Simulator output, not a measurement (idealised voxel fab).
Title: Process Module voxel gate over fins
Pictured: cross-section cut, 270 nm wide, on a grid of 5 nm square cells.
Just so we're on the same page, the cross-sections are grids of square cells, and they're listed out in bands top to bottom, each band one or more rows deep.
Heights first: top, then bottom, in nm. Then materials, left to right, each with a width in nm. "edge to edge" on a single material: fills the band edge to edge. "empty": empty space.
Ref level 0: as-received wafer is one material below here. Bottom band extends down with no lower bound ("from 0 down").
Width spec "30 to 40" -> top row of cells at first value, bottom row at second value, equal per-row change in between.
"same as before" for a step: no cell of the cross-section changed in that step.
You'll see "Enclosed voids" listing empty spaces that have no way open to the top, as long as they're 8 cells or more; the notation is width x height at distance, where the distance is from the left edge, and all of it is in nm.
That trailing text on a step's line, after the settings, is the simulator's own remark on the step.
Each step line may optionally specify "overlay nm", which for a step with a mask gives the rightward distance between the mask's planned place and where it lay, a negative value indicating the leftward direction.

PROCESS STEPS - PLAN
| 1 | RECEIVE, material Si |
| 2 | CONFORMAL_DEP, material SiN, thk nm 5 |
| 3 | PATTERN, tone cover, mask id FINS, material resist, width nm 15, pitch nm 40, thk nm 15, overlay nm 0 |
| 4 | DIRECTIONAL_ETCH, etch materials SiN, depth nm 5 |
| 5 | DIRECTIONAL_ETCH, etch materials Si, depth nm 35 |
| 6 | STRIP, etch materials resist |
| 7 | OXIDIZE, depth nm 5 |
| 8 | FILL_DEP, material SiO2, thk nm 15 |
| 9 | CMP, height nm 5 |
| 10 | SELECTIVE_ETCH, etch materials SiO2, depth nm 15 |
| 11 | STRIP, etch materials SiN |
| 12 | CONFORMAL_DEP, material HfO2, thk nm 5 |
| 13 | CONFORMAL_DEP, material TiN, thk nm 5 |
| 14 | CONFORMAL_DEP, material TiAl, thk nm 5 |
| 15 | CONFORMAL_DEP, material TiN, thk nm 5 |
| 16 | FILL_DEP, material W, thk nm 15 |
| 17 | CMP, height nm 30 |
| 18 | CONFORMAL_DEP, material SiN, thk nm 10 |

RECEIVED-STATE CROSS-SECTION, REFLECTING COMPLETION OF STEP 1
> from 0 down  Si edge to edge
> Enclosed voids: none

THE MODULE WAS RUN FROM THE START SHOWN ABOVE USING THE PLAN SHOWN ABOVE, BUT ONE MISTAKE WAS MADE DOING IT; THE RESULTING WAFER CROSS-SECTION IS BELOW
> from 40 to 30  SiN edge to edge
> from 30 to 20  W edge to edge
> from 20 to 15  W 70 nm, TiN 125 nm, W 75 nm
> from 15 to 10  W 70 nm, TiN 5 nm, TiAl 35 nm, TiN 5 nm, TiAl 35 nm, TiN 5 nm, TiAl 35 nm, TiN 5 nm, W 75 nm
> from 10 to 5  TiN 75 nm, TiAl 5 nm, TiN 25 nm, TiAl 5 nm, TiN 5 nm, TiAl 5 nm, TiN 25 nm, TiAl 5 nm, TiN 5 nm, TiAl 5 nm, TiN 25 nm, TiAl 5 nm, TiN 80 nm
> from 5 to 0  TiAl 80 nm, TiN 5 nm, HfO2 15 nm, TiN 5 nm, TiAl 5 nm, TiN 5 nm, TiAl 5 nm, TiN 5 nm, HfO2 15 nm, TiN 5 nm, TiAl 5 nm, TiN 5 nm, TiAl 5 nm, TiN 5 nm, HfO2 15 nm, TiN 5 nm, TiAl 85 nm
> from 0 to -5  TiN 85 nm, HfO2 5 nm, Si 5 nm, HfO2 5 nm, TiN 5 nm, TiAl 15 nm, TiN 5 nm, HfO2 5 nm, Si 5 nm, HfO2 5 nm, TiN 5 nm, TiAl 15 nm, TiN 5 nm, HfO2 5 nm, Si 5 nm, HfO2 5 nm, TiN 90 nm
> from -5 to -10  HfO2 75 nm, TiN 10 nm, HfO2 5 nm, Si 5 nm, HfO2 5 nm, TiN 25 nm, HfO2 5 nm, Si 5 nm, HfO2 5 nm, TiN 25 nm, HfO2 5 nm, Si 5 nm, HfO2 5 nm, TiN 10 nm, HfO2 80 nm
> from -10 to -15  SiO2 70 nm, HfO2 20 nm, Si 5 nm, HfO2 35 nm, Si 5 nm, HfO2 35 nm, Si 5 nm, HfO2 20 nm, SiO2 75 nm
> from -15 to -40  SiO2 90 nm, Si 5 nm, SiO2 35 nm, Si 5 nm, SiO2 35 nm, Si 5 nm, SiO2 95 nm
> from -40 down  Si edge to edge
> Enclosed voids: none
Which mistake was made when the wafer was run? step 10 ran in the slot meant for step 11, and vice versa
